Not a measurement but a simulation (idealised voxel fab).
Process module heading - voxel transistor to metal
Square cells of 5 nm make up the cross-section cut, whose width is 285 nm.
We lay out every cross-section as a grid of square cells and spell it out in bands from the top down, where one band means one or more rows of cells. Within each band entry, the heights of the top and of the bottom of the band appear first, in that order and in nm; the materials of the band then follow from left to right, each with its corresponding width in nm. The designation "throughout" on a single material indicates that it fills the band from edge to edge; the designation "blank" indicates empty space. For the purposes of this specification, 0 denotes the height below which the wafer in its as-received condition is composed wholly of one material, and the lowermost band, lacking a lower limit, extends downward without end, as expressed in "from 0 down". A width such as "30..40" changes by the same amount from each row of cells to the next, from the band's top row to its bottom row. Basically "nothing was modified" means that step didn't change any cell in the cross-section. "Closed internal voids" means: voids of 8 cells or more that are shut off from the top with no open way through. Written width x height at distance, distance from the left edge, in nm. Whatever follows a step's settings on its line is a remark the simulator itself makes about that step. The "overlay nm" setting may appear on a step's line; for a step that uses a mask, it gives how far to the right of its planned position the mask lay, and a negative value indicates the left.

Below is the list of planned process steps:
| 1 | RECEIVE | material Si |
| 2 | OXIDIZE | depth nm 5 |
| 3 | CONFORMAL_DEP | material SiN | thk nm 10 |
| 4 | PATTERN | tone cover | mask id ACTIVE | material resist | width nm 115 | pitch nm 135 | thk nm 15 | overlay nm 0 |
| 5 | DIRECTIONAL_ETCH | etch materials SiN | depth nm 10 |
| 6 | DIRECTIONAL_ETCH | etch materials SiO2 | depth nm 5 |
| 7 | DIRECTIONAL_ETCH | etch materials Si | depth nm 20 |
| 8 | STRIP | etch materials resist |
| 9 | FILL_DEP | material SiO2 | thk nm 15 |
| 10 | CMP | height nm 10 |
| 11 | SELECTIVE_ETCH | etch materials SiO2 | depth nm 10 |
| 12 | STRIP | etch materials SiN |
| 13 | SELECTIVE_ETCH | etch materials SiO2 | depth nm 5 |
| 14 | OXIDIZE | depth nm 5 |
| 15 | DIRECTIONAL_DEP | material polySi | thk nm 25 |
| 16 | DIRECTIONAL_DEP | material SiCN | thk nm 10 |
| 17 | MASKED_ETCH | tone cover | mask id GATE | width nm 15 | pitch nm 135 | etch materials SiCN | depth nm 20 | overlay nm 0 |
| 18 | MASKED_ETCH | tone cover | mask id GATE | width nm 15 | pitch nm 135 | etch materials polySi | depth nm 35 | overlay nm 0 |
| 19 | CONFORMAL_DEP | material SiN | thk nm 5 |
| 20 | DIRECTIONAL_ETCH | etch materials SiN | depth nm 5 |
| 21 | DIRECTIONAL_ETCH | etch materials SiO2 | depth nm 5 |
| 22 | EPI | material nSi | thk nm 5 |
| 23 | FILL_DEP | material SiO2 | thk nm 5 |
| 24 | CMP | height nm 30 |
| 25 | DIRECTIONAL_DEP | material SiO2 | thk nm 15 |
| 26 | MASKED_ETCH | tone open | mask id CONTACT | width nm 20 | etch materials SiO2 | depth nm 50 | overlay nm 0 |
| 27 | CONFORMAL_DEP | material TiN | thk nm 5 |
| 28 | FILL_DEP | material W | thk nm 5 |
| 29 | CMP | height nm 45 |
| 30 | CONFORMAL_DEP | material SiCN | thk nm 5 |
| 31 | DIRECTIONAL_DEP | material SiO2 | thk nm 25 |
| 32 | PATTERN | tone open | mask id METAL_1 | material resist | width nm 20 | thk nm 20 | overlay nm 0 |
| 33 | DIRECTIONAL_ETCH | etch materials SiO2 | depth nm 25 |
| 34 | DIRECTIONAL_ETCH | etch materials SiCN | depth nm 5 |
| 35 | STRIP | etch materials resist |
| 36 | CONFORMAL_DEP | material TiN | thk nm 5 |
| 37 | FILL_DEP | material Cu | thk nm 10 |
| 38 | CMP | height nm 75 |
| 39 | CONFORMAL_DEP | material SiCN | thk nm 5 |
varied across the wafers: width nm of step 17. The plan shows the first wafer's value. All wafers start alike

Cross-section of the first incoming wafer of several, state after step 1:
  from 0 down = Si throughout
  Closed internal voids: none

Basically each wafer gets a line in the table, showing it at the end of the module: material by material, the cells it gained (+) or lost (-) since we got it, then its closed voids:
width nm 15; +40 Cu; -147 Si; +110 SiCN; +28 SiN; +595 SiO2; +144 TiN; +72 W; +40 nSi; +30 polySi; Closed internal voids: none
width nm 20; +40 Cu; -147 Si; +114 SiCN; +28 SiN; +583 SiO2; +144 TiN; +72 W; +38 nSi; +40 polySi; Closed internal voids: none
width nm 25; +40 Cu; -147 Si; +118 SiCN; +28 SiN; +571 SiO2; +144 TiN; +72 W; +36 nSi; +50 polySi; Closed internal voids: none
width nm 30; +40 Cu; -147 Si; +122 SiCN; +28 SiN; +559 SiO2; +144 TiN; +72 W; +34 nSi; +60 polySi; Closed internal voids: none
